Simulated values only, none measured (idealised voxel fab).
process module | voxel self aligned vias
cross-section cut | 225 nm wide | cells 5 nm
A cross-section is a grid of square cells, given in bands from the top down. A band is one or more rows of cells.
Each band's line starts with the height of the band's top and of its bottom, in nm. Then come its materials from left to right, each with its width in nm. One material with "throughout" fills the band from edge to edge. "air" is empty space.
Height 0 is the level under which the wafer as received is all one material. The lowest band goes on downwards, as in "0 down".
A width such as "30 to 40" changes by the same amount from each row of cells to the next, from the band's top row to its bottom row.
"no change" after a step means that no cell of the cross-section changed.
closed voids: empty space of 8 cells or more with no open way to the top, each as width x height at its distance from the left edge, in nm
after a step's settings: what the simulator itself notes on the step
overlay nm, on a step with a mask: how far to the right of its planned place the mask lay; to the left if negative
plan
1 op RECEIVE | material Si
2 op CONFORMAL_DEP | material SiO2 | thk nm 10
3 op CONFORMAL_DEP | material SiCN | thk nm 5
4 op DIRECTIONAL_DEP | material lowk | thk nm 20
5 op MASKED_ETCH | tone open | mask id LINES | width nm 30 | pitch nm 55 | etch materials lowk | depth nm 20 | overlay nm -15
6 op CONFORMAL_DEP | material TiN | thk nm 5
7 op FILL_DEP | material Ru | thk nm 10
8 op CMP | height nm 35
9 op SELECTIVE_ETCH | etch materials W Ru TiN | depth nm 5
10 op FILL_DEP | material SiN | thk nm 5
11 op CMP | height nm 35
12 op DIRECTIONAL_DEP | material lowk | thk nm 15
13 op DIRECTIONAL_DEP | material aC | thk nm 10
14 op PATTERN | tone open | mask id VIAS | material resist | width nm 40 | pitch nm 55 | thk nm 30 | overlay nm 0
15 op DIRECTIONAL_ETCH | etch materials aC | depth nm 10
16 op STRIP | etch materials resist
17 op DIRECTIONAL_ETCH | etch materials lowk | depth nm 15
18 op DIRECTIONAL_ETCH | etch materials SiN | depth nm 5
19 op STRIP | etch materials aC
20 op CONFORMAL_DEP | material TiN | thk nm 5
21 op FILL_DEP | material Ru | thk nm 10
22 op CMP | height nm 50
23 op CONFORMAL_DEP | material SiN | thk nm 5
varied across the wafers: overlay nm of step 5. The plan shows the first wafer's value. All wafers start alike
first wafer as received, after step 1
  0 down: Si throughout
  closed voids: none
each wafer at the end: cells of each material gained (+) or lost (-) since it was received, then its closed voids
overlay nm -15 | +66 Ru | +45 SiCN | +51 SiN | +90 SiO2 | +72 TiN | +171 lowk | closed voids: none
overlay nm -10 | +69 Ru | +45 SiCN | +48 SiN | +90 SiO2 | +72 TiN | +171 lowk | closed voids: none
overlay nm -5 | +72 Ru | +45 SiCN | +45 SiN | +90 SiO2 | +72 TiN | +171 lowk | closed voids: none
overlay nm 0 | +72 Ru | +45 SiCN | +45 SiN | +90 SiO2 | +72 TiN | +171 lowk | closed voids: none
overlay nm 5 | +72 Ru | +45 SiCN | +45 SiN | +90 SiO2 | +72 TiN | +171 lowk | closed voids: none
overlay nm 10 | +69 Ru | +45 SiCN | +48 SiN | +90 SiO2 | +72 TiN | +171 lowk | closed voids: none
overlay nm 15 | +66 Ru | +45 SiCN | +51 SiN | +90 SiO2 | +72 TiN | +171 lowk | closed voids: none
